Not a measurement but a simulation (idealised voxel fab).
Process module, titled voxel trench capacitor
Shown is cross-section cut, with a width of 275 nm and square cells of size 5 nm.
For the purposes of this document, a cross-section shall be understood as a grid of square cells, specified as bands listed in top-to-bottom order, each band consisting of one or more rows of cells.
The entry gives the band's vertical extent as a top height and a bottom height in nm, then its horizontal make-up as materials from left to right, each with a width in nm. "air" stands for empty space; a single material marked "throughout" fills the band edge to edge.
Zero point of the height axis is 0; under it, received wafer = one material. Lowest band: continues down indefinitely, "0 down".
A two-number width, for instance "30->40", indicates that the width is equal to the first number in the top row of the band and to the second number in the bottom row, and that it changes by a constant amount per row of cells.
No cell of the cross-section changed in a step that is given as "identical to before".
"Sealed-off cavities" - sealed voids, min. 8 cells, no opening to top; format: width x height at distance (distance from left edge; nm throughout).
If you see something after the settings on a step's line, that's the simulator's own remark about that step.
The "overlay nm" setting may appear on a step's line; for a step that uses a mask, it gives how far to the right of its planned position the mask lay, and a negative value indicates the left.
These are the steps we planned for the process
1,RECEIVE | material Si
2,CONFORMAL_DEP | material SiN | thk nm 10
3,PATTERN | tone open | mask id TRENCH | material resist | width nm 20 | pitch nm 50 | thk nm 15 | overlay nm 0
4,DIRECTIONAL_ETCH | etch materials SiN | depth nm 10
5,DIRECTIONAL_ETCH | etch materials Si | depth nm 30
6,STRIP | etch materials resist
7,CONFORMAL_DEP | material Al2O3 | thk nm 5
8,FILL_DEP | material polySi | thk nm 10
9,CMP | height nm 10
So, the first of our two wafers, run just as we planned it
Here's what the wafer looked like in cross-section when it arrived - that's after step 1
> 0 down = Si throughout
> Sealed-off cavities: none
Take a look at the wafer's cross-section after step 2
> 10 to 0 = SiN throughout
> All layers under 0 are left as they were.
Take a look at the wafer's cross-section after step 3
> 25 to 10 = resist 100 nm  air 20 nm  resist 30 nm  air 20 nm  resist 105 nm
> All layers under 10 are left as they were.
Take a look at the wafer's cross-section after step 4
> 25 to 10 = resist 100 nm  air 20 nm  resist 30 nm  air 20 nm  resist 105 nm
> 10 to 0 = SiN 100 nm  air 20 nm  SiN 30 nm  air 20 nm  SiN 105 nm
> All layers under 0 are left as they were.
Take a look at the wafer's cross-section after step 5
> 25 to 10 = resist 100 nm  air 20 nm  resist 30 nm  air 20 nm  resist 105 nm
> 10 to 0 = SiN 100 nm  air 20 nm  SiN 30 nm  air 20 nm  SiN 105 nm
> 0 to -30 = Si 100 nm  air 20 nm  Si 30 nm  air 20 nm  Si 105 nm
> All layers under -30 are left as they were.
Take a look at the wafer's cross-section after step 6
> 10 to 0 = SiN 100 nm  air 20 nm  SiN 30 nm  air 20 nm  SiN 105 nm
> All layers under 0 are left as they were.
Take a look at the wafer's cross-section after step 7
> 15 to 10 = Al2O3 105 nm  air 10 nm  Al2O3 40 nm  air 10 nm  Al2O3 110 nm
> 10 to 0 = SiN 100 nm  Al2O3 5 nm  air 10 nm  Al2O3 5 nm  SiN 30 nm  Al2O3 5 nm  air 10 nm  Al2O3 5 nm  SiN 105 nm
> 0 to -25 = Si 100 nm  Al2O3 5 nm  air 10 nm  Al2O3 5 nm  Si 30 nm  Al2O3 5 nm  air 10 nm  Al2O3 5 nm  Si 105 nm
> -25 to -30 = Si 100 nm  Al2O3 20 nm  Si 30 nm  Al2O3 20 nm  Si 105 nm
> All layers under -30 are left as they were.
Take a look at the wafer's cross-section after step 8
> 25 to 15 = polySi throughout
> 15 to 10 = Al2O3 105 nm  polySi 10 nm  Al2O3 40 nm  polySi 10 nm  Al2O3 110 nm
> 10 to 0 = SiN 100 nm  Al2O3 5 nm  polySi 10 nm  Al2O3 5 nm  SiN 30 nm  Al2O3 5 nm  polySi 10 nm  Al2O3 5 nm  SiN 105 nm
> 0 to -25 = Si 100 nm  Al2O3 5 nm  polySi 10 nm  Al2O3 5 nm  Si 30 nm  Al2O3 5 nm  polySi 10 nm  Al2O3 5 nm  Si 105 nm
> All layers under -25 are left as they were.
Take a look at the wafer's cross-section after step 9
> 10 to 0 = SiN 100 nm  Al2O3 5 nm  polySi 10 nm  Al2O3 5 nm  SiN 30 nm  Al2O3 5 nm  polySi 10 nm  Al2O3 5 nm  SiN 105 nm
> All layers under 0 are left as they were.
The Second Wafer: Common Origin and Plan, One Mistake in Execution, Identical to the First Through Step 4
Second wafer, cut view, end of step 5 per plan
> 10 to 0 = SiN 100 nm  air 20 nm  SiN 30 nm  air 20 nm  SiN 105 nm
> All layers under 0 are left as they were.
Second wafer, cut view, end of step 6 per plan
> 10 to 0 = SiN 100 nm  air 20 nm  SiN 30 nm  air 20 nm  SiN 105 nm
> 0 to -30 = Si 100 nm  air 20 nm  Si 30 nm  air 20 nm  Si 105 nm
> All layers under -30 are left as they were.
Second wafer, cut view, end of step 7 per plan
> 15 to 10 = Al2O3 105 nm  air 10 nm  Al2O3 40 nm  air 10 nm  Al2O3 110 nm
> 10 to 0 = SiN 100 nm  Al2O3 5 nm  air 10 nm  Al2O3 5 nm  SiN 30 nm  Al2O3 5 nm  air 10 nm  Al2O3 5 nm  SiN 105 nm
> 0 to -25 = Si 100 nm  Al2O3 5 nm  air 10 nm  Al2O3 5 nm  Si 30 nm  Al2O3 5 nm  air 10 nm  Al2O3 5 nm  Si 105 nm
> -25 to -30 = Si 100 nm  Al2O3 20 nm  Si 30 nm  Al2O3 20 nm  Si 105 nm
> All layers under -30 are left as they were.
Second wafer, cut view, end of step 8 per plan
> 25 to 15 = polySi throughout
> 15 to 10 = Al2O3 105 nm  polySi 10 nm  Al2O3 40 nm  polySi 10 nm  Al2O3 110 nm
> 10 to 0 = SiN 100 nm  Al2O3 5 nm  polySi 10 nm  Al2O3 5 nm  SiN 30 nm  Al2O3 5 nm  polySi 10 nm  Al2O3 5 nm  SiN 105 nm
> 0 to -25 = Si 100 nm  Al2O3 5 nm  polySi 10 nm  Al2O3 5 nm  Si 30 nm  Al2O3 5 nm  polySi 10 nm  Al2O3 5 nm  Si 105 nm
> All layers under -25 are left as they were.
Second wafer, cut view, end of step 9 per plan
> 10 to 0 = SiN 100 nm  Al2O3 5 nm  polySi 10 nm  Al2O3 5 nm  SiN 30 nm  Al2O3 5 nm  polySi 10 nm  Al2O3 5 nm  SiN 105 nm
> All layers under 0 are left as they were.
Here's what went sideways: step 5 ran in the slot meant for step 6, and vice versa
Upon completion, the cross-sectional profiles of the two wafers are identical; consequently, the error exerts no influence on the quantities computed by this model.
